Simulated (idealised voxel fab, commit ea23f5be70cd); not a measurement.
Process module in this document: voxel wiring stack
Cross-section cut: width 265 nm, square cells of 5 nm.
Think of the cross-section as a grid of square cells. We describe it in bands, top to bottom, and each band covers one or more rows of those cells. Top, bottom (nm), then materials left to right with widths (nm); lone material tagged "full width" fills the whole band edge to edge; "empty" = empty space. It should be noted that heights are counted from 0, beneath which the wafer as supplied is of one material throughout, and that the lowest band possesses no lower boundary but continues downward, as written in "0 -> down". A width given as "30 to 40" starts at the first number in the band's top row and ends at the second number in its bottom row, shifting by an equal amount at every step from row to row. Take "no alteration" at face value: in the step it is given for, the cross-section changed in none of its cells. So "Unvented internal voids" is basically the list of trapped voids: any empty space of 8 cells or more that can't reach the top through an opening. They're written width x height at distance, the distance being from the left edge, and it's all nm. Whatever follows a step's settings on its line is a remark the simulator itself makes about that step. overlay nm: mask offset rightward from planned place, masked step; negative means leftward offset.

-- Process steps - plan
1,RECEIVE,material Si
2,CONFORMAL_DEP,material SiO2,thk nm 10
3,CONFORMAL_DEP,material SiCN,thk nm 5
4,DIRECTIONAL_DEP,material lowk,thk nm 20
5,DIRECTIONAL_DEP,material aC,thk nm 15
6,PATTERN,tone open,mask id METAL_1,material resist,width nm 20,pitch nm 45,thk nm 35,overlay nm 0
7,DIRECTIONAL_ETCH,etch materials aC,depth nm 15
8,STRIP,etch materials resist
9,DIRECTIONAL_ETCH,etch materials lowk,depth nm 20
10,DIRECTIONAL_ETCH,etch materials SiCN,depth nm 5
11,STRIP,etch materials aC
12,CONFORMAL_DEP,material TiN,thk nm 5
13,FILL_DEP,material Cu,thk nm 10
14,CMP,height nm 35
15,EPI,material Ru,thk nm 5
16,FILL_DEP,material SiCN,thk nm 5
17,DIRECTIONAL_DEP,material lowk,thk nm 10
18,MASKED_ETCH,tone open,mask id PLUG_1,width nm 15,pitch nm 45,etch materials lowk,depth nm 10,overlay nm 0
19,MASKED_ETCH,tone open,mask id PLUG_1,width nm 15,pitch nm 45,etch materials SiCN,depth nm 5,overlay nm 0
20,CONFORMAL_DEP,material TiN,thk nm 5
21,FILL_DEP,material Cu,thk nm 5
22,CMP,height nm 55
23,CONFORMAL_DEP,material SiCN,thk nm 5
24,DIRECTIONAL_DEP,material lowk,thk nm 25
25,MASKED_ETCH,tone open,mask id METAL_2,width nm 20,pitch nm 45,etch materials lowk,depth nm 25,overlay nm 0
26,MASKED_ETCH,tone open,mask id METAL_2,width nm 20,pitch nm 45,etch materials SiCN,depth nm 5,overlay nm 0
27,CONFORMAL_DEP,material TiN,thk nm 5
28,FILL_DEP,material Cu,thk nm 10
29,CMP,height nm 85
30,CONFORMAL_DEP,material SiCN,thk nm 5
31,DIRECTIONAL_DEP,material lowk,thk nm 10
32,PATTERN,tone open,mask id PLUG_2,material resist,width nm 15,pitch nm 45,thk nm 20,overlay nm 0
33,DIRECTIONAL_ETCH,etch materials lowk,depth nm 10
34,DIRECTIONAL_ETCH,etch materials SiCN,depth nm 5
35,STRIP,etch materials resist
36,CONFORMAL_DEP,material TiN,thk nm 5
37,FILL_DEP,material W,thk nm 10
38,CMP,height nm 100
39,DIRECTIONAL_DEP,material TiN,thk nm 5
40,DIRECTIONAL_DEP,material Ru,thk nm 20
41,MASKED_ETCH,tone cover,mask id METAL_3,width nm 20,pitch nm 45,etch materials Ru,depth nm 20,overlay nm 0
42,MASKED_ETCH,tone cover,mask id METAL_3,width nm 20,pitch nm 45,etch materials TiN,depth nm 5,overlay nm 0
43,CONFORMAL_DEP,material SiN,thk nm 5
44,FILL_DEP,material lowk,thk nm 5
45,CMP,height nm 125
46,CONFORMAL_DEP,material SiCN,thk nm 5
47,DIRECTIONAL_DEP,material lowk,thk nm 20
48,DIRECTIONAL_DEP,material aC,thk nm 15
49,PATTERN,tone open,mask id PLUG_3,material resist,width nm 15,thk nm 30,overlay nm 0
50,DIRECTIONAL_ETCH,etch materials aC,depth nm 15
51,STRIP,etch materials resist
52,DIRECTIONAL_ETCH,etch materials lowk,depth nm 20
53,DIRECTIONAL_ETCH,etch materials SiCN,depth nm 5
54,STRIP,etch materials aC
55,CONFORMAL_DEP,material TiN,thk nm 5
56,FILL_DEP,material W,thk nm 10
57,CMP,height nm 150
58,CONFORMAL_DEP,material SiN,thk nm 5
59,DIRECTIONAL_DEP,material lowk,thk nm 15
60,PATTERN,tone open,mask id METAL_4,material resist,width nm 15,pitch nm 45,thk nm 15,overlay nm 0
61,DIRECTIONAL_ETCH,etch materials lowk,depth nm 15
62,DIRECTIONAL_ETCH,etch materials SiN,depth nm 5
63,STRIP,etch materials resist
64,CONFORMAL_DEP,material TiN,thk nm 5
65,FILL_DEP,material Cu,thk nm 10
66,CMP,height nm 170
67,CONFORMAL_DEP,material SiCN,thk nm 5
Same starting wafers, different width nm at step 60. Plan value belongs to the first wafer.

-- After step 1, as received: first of several wafers, cross-section
> 0 -> down = Si full width
> Unvented internal voids: none

-- Last step of the module is step 67; after it, the first of several wafers in cross-section
> 175 -> 170 = SiCN full width
> 170 -> 155 = lowk 105 / TiN 5 / Cu 5 / TiN 5 / lowk 30 / TiN 5 / Cu 5 / TiN 5 / lowk 100
> 155 -> 150 = SiN 105 / TiN 15 / SiN 30 / TiN 15 / SiN 100
> 150 -> 130 = lowk 100 / TiN 5 / W 5 / TiN 5 / lowk 150
> 130 -> 125 = SiCN 100 / TiN 15 / SiCN 150
> 125 -> 105 = lowk 95 / SiN 5 / Ru 20 / SiN 5 / lowk 15 / SiN 5 / Ru 20 / SiN 5 / lowk 95
> 105 -> 100 = SiN 100 / TiN 20 / SiN 25 / TiN 20 / SiN 100
> 100 -> 90 = lowk 100 / TiN 5 / W 5 / TiN 5 / lowk 30 / TiN 5 / W 5 / TiN 5 / lowk 105
> 90 -> 85 = SiCN 100 / TiN 15 / SiCN 30 / TiN 15 / SiCN 105
> 85 -> 60 = lowk 100 / TiN 5 / Cu 10 / TiN 5 / lowk 25 / TiN 5 / Cu 10 / TiN 5 / lowk 100
> 60 -> 55 = SiCN 100 / TiN 20 / SiCN 25 / TiN 20 / SiCN 100
> 55 -> 45 = lowk 100 / TiN 5 / Cu 5 / TiN 5 / lowk 30 / TiN 5 / Cu 5 / TiN 5 / lowk 105
> 45 -> 40 = SiCN 100 / TiN 15 / SiCN 30 / TiN 15 / SiCN 105
> 40 -> 35 = SiCN 95 / Ru 30 / SiCN 15 / Ru 30 / SiCN 95
> 35 -> 15 = lowk 100 / TiN 5 / Cu 10 / TiN 5 / lowk 25 / TiN 5 / Cu 10 / TiN 5 / lowk 100
> 15 -> 10 = SiCN 100 / TiN 20 / SiCN 25 / TiN 20 / SiCN 100
> 10 -> 0 = SiO2 full width
> 0 -> down = Si full width
> Unvented internal voids: none

-- The last wafer as seen in cross-section at the end of the module
> 175 -> 170 = SiCN full width
> 170 -> 155 = lowk 95 / TiN 5 / Cu 20 / TiN 5 / lowk 15 / TiN 5 / Cu 20 / TiN 5 / lowk 95
> 155 -> 150 = SiN 95 / TiN 30 / SiN 15 / TiN 30 / SiN 95
> 150 -> 130 = lowk 100 / TiN 5 / W 5 / TiN 5 / lowk 150
> 130 -> 125 = SiCN 100 / TiN 15 / SiCN 150
> 125 -> 105 = lowk 95 / SiN 5 / Ru 20 / SiN 5 / lowk 15 / SiN 5 / Ru 20 / SiN 5 / lowk 95
> 105 -> 100 = SiN 100 / TiN 20 / SiN 25 / TiN 20 / SiN 100
> 100 -> 90 = lowk 100 / TiN 5 / W 5 / TiN 5 / lowk 30 / TiN 5 / W 5 / TiN 5 / lowk 105
> 90 -> 85 = SiCN 100 / TiN 15 / SiCN 30 / TiN 15 / SiCN 105
> 85 -> 60 = lowk 100 / TiN 5 / Cu 10 / TiN 5 / lowk 25 / TiN 5 / Cu 10 / TiN 5 / lowk 100
> 60 -> 55 = SiCN 100 / TiN 20 / SiCN 25 / TiN 20 / SiCN 100
> 55 -> 45 = lowk 100 / TiN 5 / Cu 5 / TiN 5 / lowk 30 / TiN 5 / Cu 5 / TiN 5 / lowk 105
> 45 -> 40 = SiCN 100 / TiN 15 / SiCN 30 / TiN 15 / SiCN 105
> 40 -> 35 = SiCN 95 / Ru 30 / SiCN 15 / Ru 30 / SiCN 95
> 35 -> 15 = lowk 100 / TiN 5 / Cu 10 / TiN 5 / lowk 25 / TiN 5 / Cu 10 / TiN 5 / lowk 100
> 15 -> 10 = SiCN 100 / TiN 20 / SiCN 25 / TiN 20 / SiCN 100
> 10 -> 0 = SiO2 full width
> 0 -> down = Si full width
> Unvented internal voids: none

-- Every row in this table is a wafer at the end of the module, and it gives, for each of the materials, the cells that wafer has gained (+) or lost (-) since it was received, then its closed voids
width nm 15 | +46 Cu | +44 Ru | +328 SiCN | +108 SiN | +106 SiO2 | +117 TiN | +8 W | +1098 lowk | Unvented internal voids: none
width nm 20 | +52 Cu | +44 Ru | +328 SiCN | +106 SiN | +106 SiO2 | +119 TiN | +8 W | +1092 lowk | Unvented internal voids: none
width nm 25 | +58 Cu | +44 Ru | +328 SiCN | +104 SiN | +106 SiO2 | +121 TiN | +8 W | +1086 lowk | Unvented internal voids: none
width nm 30 | +64 Cu | +44 Ru | +328 SiCN | +102 SiN | +106 SiO2 | +123 TiN | +8 W | +1080 lowk | Unvented internal voids: none
